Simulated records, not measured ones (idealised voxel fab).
process module | voxel self aligned contacts
cross-section cut | 210 nm wide | cells 5 nm
A cross-section is a grid of square cells, given in bands from the top down. A band is one or more rows of cells.
Each band's line starts with the height of the band's top and of its bottom, in nm. Then come its materials from left to right, each with its width in nm. One material with "throughout" fills the band from edge to edge. "air" is empty space.
Height 0 is the level under which the wafer as received is all one material. The lowest band goes on downwards, as in "0 down".
A width such as "30 to 40" changes by the same amount from each row of cells to the next, from the band's top row to its bottom row.
"no change" after a step means that no cell of the cross-section changed.
closed voids: empty space of 8 cells or more with no open way to the top, each as width x height at its distance from the left edge, in nm
after a step's settings: what the simulator itself notes on the step
overlay nm, on a step with a mask: how far to the right of its planned place the mask lay; to the left if negative
plan
1 op RECEIVE | material Si
2 op CONFORMAL_DEP | material SiO2 | thk nm 5
3 op DIRECTIONAL_DEP | material polySi | thk nm 20
4 op DIRECTIONAL_DEP | material SiN | thk nm 25
5 op PATTERN | tone cover | mask id GATE | material resist | width nm 25 | pitch nm 65 | thk nm 20 | overlay nm 0
6 op DIRECTIONAL_ETCH | etch materials SiN | depth nm 15
7 op DIRECTIONAL_ETCH | etch materials polySi | depth nm 20
8 op STRIP | etch materials resist
9 op CONFORMAL_DEP | material SiN | thk nm 10
10 op DIRECTIONAL_ETCH | etch materials SiN | depth nm 10
11 op FILL_DEP | material SiO2 | thk nm 15
12 op CMP | height nm 60
13 op PATTERN | tone open | mask id CONTACT | material resist | width nm 50 | thk nm 20 | overlay nm 0
14 op DIRECTIONAL_ETCH | etch materials SiO2 | depth nm 60
15 op STRIP | etch materials resist
16 op CONFORMAL_DEP | material TiN | thk nm 5
17 op FILL_DEP | material W | thk nm 10
18 op CMP | height nm 60
19 op CONFORMAL_DEP | material SiCN | thk nm 5
varied across the wafers: depth nm of step 6. The plan shows the first wafer's value. All wafers start alike
first wafer as received, after step 1
  0 down: Si throughout
  closed voids: none
first wafer at the end, after step 19
  65 to 60: SiCN throughout
  60 to 50: SiO2 80 | TiN 5 to 20 | W 40 to 10 | TiN 5 to 20 | SiO2 80
  50 to 40: SiO2 50 | SiN 45 | TiN 5 | W 10 | TiN 5 | SiN 45 | SiO2 50
  40 to 35: SiO2 50 | SiN 45 | TiN 20 | SiN 45 | SiO2 50
  35 to 25: SiN throughout
  25 to 5: polySi throughout
  5 to 0: SiO2 throughout
  0 down: Si throughout
  closed voids: none
last wafer at the end
  65 to 60: SiCN throughout
  60 to 50: SiO2 80 | TiN 5 to 20 | W 40 to 10 | TiN 5 to 20 | SiO2 80
  50 to 25: SiO2 50 | SiN 45 | TiN 5 | W 10 | TiN 5 | SiN 45 | SiO2 50
  25 to 5: SiO2 50 | SiN 10 | polySi 25 | SiN 10 | TiN 5 | W 10 | TiN 5 | SiN 10 | polySi 25 | SiN 10 | SiO2 50
  5 to 0: SiO2 95 | TiN 20 | SiO2 95
  0 down: Si throughout
  closed voids: none
each wafer at the end: cells of each material gained (+) or lost (-) since it was received, then its closed voids
depth nm 15 | +42 SiCN | +138 SiN | +166 SiO2 | +18 TiN | +14 W | +168 polySi | closed voids: none
depth nm 20 | +42 SiCN | +114 SiN | +186 SiO2 | +20 TiN | +16 W | +168 polySi | closed voids: none
depth nm 25 | +42 SiCN | +122 SiN | +282 SiO2 | +32 TiN | +28 W | +40 polySi | closed voids: none
depth nm 30 | +42 SiCN | +122 SiN | +282 SiO2 | +32 TiN | +28 W | +40 polySi | closed voids: none
depth nm 35 | +42 SiCN | +122 SiN | +282 SiO2 | +32 TiN | +28 W | +40 polySi | closed voids: none
depth nm 40 | +42 SiCN | +122 SiN | +282 SiO2 | +32 TiN | +28 W | +40 polySi | closed voids: none
